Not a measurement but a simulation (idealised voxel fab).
The following is a process module called voxel trench capacitor.
Cross-section cut spans 295 nm and uses square cells 5 nm in size.
In what follows, cross-sections appear as grids of square cells, described through bands that run from the top down, where every band is one or more rows of cells. A band entry consists of two parts. The first gives the height of the band's top and the height of its bottom, in nm. The rest lists the band's materials from left to right, each with its width in nm. A single material labelled with the word "full width" fills the band from edge to edge, and the word "empty" marks empty space. The reference from which all heights are counted is 0, the level beneath which the as-received wafer is entirely one material; the lowest band, having no lower bound, proceeds downward and is written after the example "0 nm and below". A two-number width, for instance "30 to 40", indicates that the width is equal to the first number in the top row of the band and to the second number in the bottom row, and that it changes by a constant amount per row of cells. "everything unchanged" for a step: no cell of the cross-section changed in that step. Enclosed voids (no open way to top), threshold 8 cells or more, entry "Enclosed cavity list", notation width x height at distance, distance from left edge, nm. Note: text after step settings on the step line = simulator remark on that step. What "overlay nm" on a step's line means: if the step has a mask, that mask lay this far to the right of its planned place, or, when the value is negative, to the left.
## Here's what the planned process steps look like
1,RECEIVE, material Si
2,CONFORMAL_DEP, material SiN, thk nm 5
3,MASKED_ETCH, tone open, mask id TRENCH, width nm 20, pitch nm 50, etch materials SiN, depth nm 5, overlay nm 0
4,MASKED_ETCH, tone open, mask id TRENCH, width nm 20, pitch nm 50, etch materials Si, depth nm 30, overlay nm 0
5,CONFORMAL_DEP, material SiO2, thk nm 5
6,FILL_DEP, material polySi, thk nm 10
7,CMP, height nm 5
## So this is the incoming wafer in cross-section - it's already been through step 1
0 nm and below  Si full width
Enclosed cavity list: none
## One mistake in running the module, otherwise start and plan as above: cross-section at the end
5 nm to 0 nm  SiN (90), SiO2 (5), polySi (5), SiO2 (5), SiN (35), SiO2 (5), polySi (5), SiO2 (5), SiN (35), SiO2 (5), polySi (5), SiO2 (5), SiN (90)
0 nm to -25 nm  Si (90), SiO2 (5), polySi (5), SiO2 (5), Si (35), SiO2 (5), polySi (5), SiO2 (5), Si (35), SiO2 (5), polySi (5), SiO2 (5), Si (90)
-25 nm to -30 nm  Si (90), SiO2 (15), Si (35), SiO2 (15), Si (35), SiO2 (15), Si (90)
-30 nm and below  Si full width
Enclosed cavity list: none
Against the plan, the run slipped here: step 3 was not run as planned; what actually ran was MASKED_ETCH, tone open, mask id TRENCH, width nm 15, pitch nm 50, etch materials SiN, depth nm 5, overlay nm 0
